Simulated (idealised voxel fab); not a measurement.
process module | voxel gate over fins
cross-section cut | 230 nm wide | cells 5 nm
A cross-section is a grid of square cells, given in bands from the top down. A band is one or more rows of cells.
Each band's line starts with the height of the band's top and of its bottom, in nm. Then come its materials from left to right, each with its width in nm. One material with "throughout" fills the band from edge to edge. "air" is empty space.
Height 0 is the level under which the wafer as received is all one material. The lowest band goes on downwards, as in "0 down".
A width such as "30 to 40" changes by the same amount from each row of cells to the next, from the band's top row to its bottom row.
"no change" after a step means that no cell of the cross-section changed.
closed voids: empty space of 8 cells or more with no open way to the top, each as width x height at its distance from the left edge, in nm
after a step's settings: what the simulator itself notes on the step
overlay nm, on a step with a mask: how far to the right of its planned place the mask lay; to the left if negative
plan
1 op RECEIVE | material Si
2 op CONFORMAL_DEP | material SiN | thk nm 10
3 op MASKED_ETCH | tone cover | mask id FINS | width nm 15 | pitch nm 40 | etch materials SiN | depth nm 10 | overlay nm 0
4 op MASKED_ETCH | tone cover | mask id FINS | width nm 15 | pitch nm 40 | etch materials Si | depth nm 35 | overlay nm 0
5 op FILL_DEP | material SiO2 | thk nm 15
6 op CMP | height nm 10
7 op SELECTIVE_ETCH | etch materials SiO2 | depth nm 20
8 op STRIP | etch materials SiN
9 op CONFORMAL_DEP | material HfO2 | thk nm 5
10 op CONFORMAL_DEP | material TiN | thk nm 5
11 op CONFORMAL_DEP | material TiAl | thk nm 5
12 op CONFORMAL_DEP | material TiN | thk nm 5
13 op FILL_DEP | material W | thk nm 15
14 op CMP | height nm 30
15 op CONFORMAL_DEP | material SiCN | thk nm 5
as received, after step 1
  0 down: Si throughout
  closed voids: none
first wafer at the end, as planned
  35 to 30: SiCN throughout
  30 to 20: W throughout
  20 to 15: W 25 | TiN 175 | W 30
  15 to 10: W 25 | TiN 5 | TiAl 165 | TiN 5 | W 30
  10 to 5: TiN 30 | TiAl 5 | TiN 35 | TiAl 5 | TiN 35 | TiAl 5 | TiN 35 | TiAl 5 | TiN 35 | TiAl 5 | TiN 35
  5 to 0: TiAl 35 | TiN 5 | HfO2 25 | TiN 5 | TiAl 5 | TiN 5 | HfO2 25 | TiN 5 | TiAl 5 | TiN 5 | HfO2 25 | TiN 5 | TiAl 5 | TiN 5 | HfO2 25 | TiN 5 | TiAl 40
  0 to -5: TiN 40 | HfO2 5 | Si 15 | HfO2 5 | TiN 15 | HfO2 5 | Si 15 | HfO2 5 | TiN 15 | HfO2 5 | Si 15 | HfO2 5 | TiN 15 | HfO2 5 | Si 15 | HfO2 5 | TiN 45
  -5 to -10: HfO2 45 | Si 15 | HfO2 25 | Si 15 | HfO2 25 | Si 15 | HfO2 25 | Si 15 | HfO2 50
  -10 to -35: SiO2 45 | Si 15 | SiO2 25 | Si 15 | SiO2 25 | Si 15 | SiO2 25 | Si 15 | SiO2 50
  -35 down: Si throughout
  closed voids: none
second wafer at the end: like start, like plan, one mistake
  35 to 30: SiCN throughout
  30 to 15: W throughout
  15 to 10: W 30 | TiN 165 | W 35
  10 to 5: W 30 | TiN 5 | TiAl 35 | TiN 5 | TiAl 35 | TiN 5 | TiAl 35 | TiN 5 | TiAl 35 | TiN 5 | W 35
  5 to 0: TiN 35 | TiAl 5 | HfO2 25 | TiAl 5 | TiN 5 | TiAl 5 | HfO2 25 | TiAl 5 | TiN 5 | TiAl 5 | HfO2 25 | TiAl 5 | TiN 5 | TiAl 5 | HfO2 25 | TiAl 5 | TiN 40
  0 to -5: TiAl 40 | HfO2 5 | Si 15 | HfO2 5 | TiAl 15 | HfO2 5 | Si 15 | HfO2 5 | TiAl 15 | HfO2 5 | Si 15 | HfO2 5 | TiAl 15 | HfO2 5 | Si 15 | HfO2 5 | TiAl 45
  -5 to -10: HfO2 45 | Si 15 | HfO2 25 | Si 15 | HfO2 25 | Si 15 | HfO2 25 | Si 15 | HfO2 50
  -10 to -35: SiO2 45 | Si 15 | SiO2 25 | Si 15 | SiO2 25 | Si 15 | SiO2 25 | Si 15 | SiO2 50
  -35 down: Si throughout
  closed voids: none
what went wrong: step 10 was left out
at the end the second wafer has, in cells: 6 more of TiAl | 56 fewer of TiN | 50 more of W
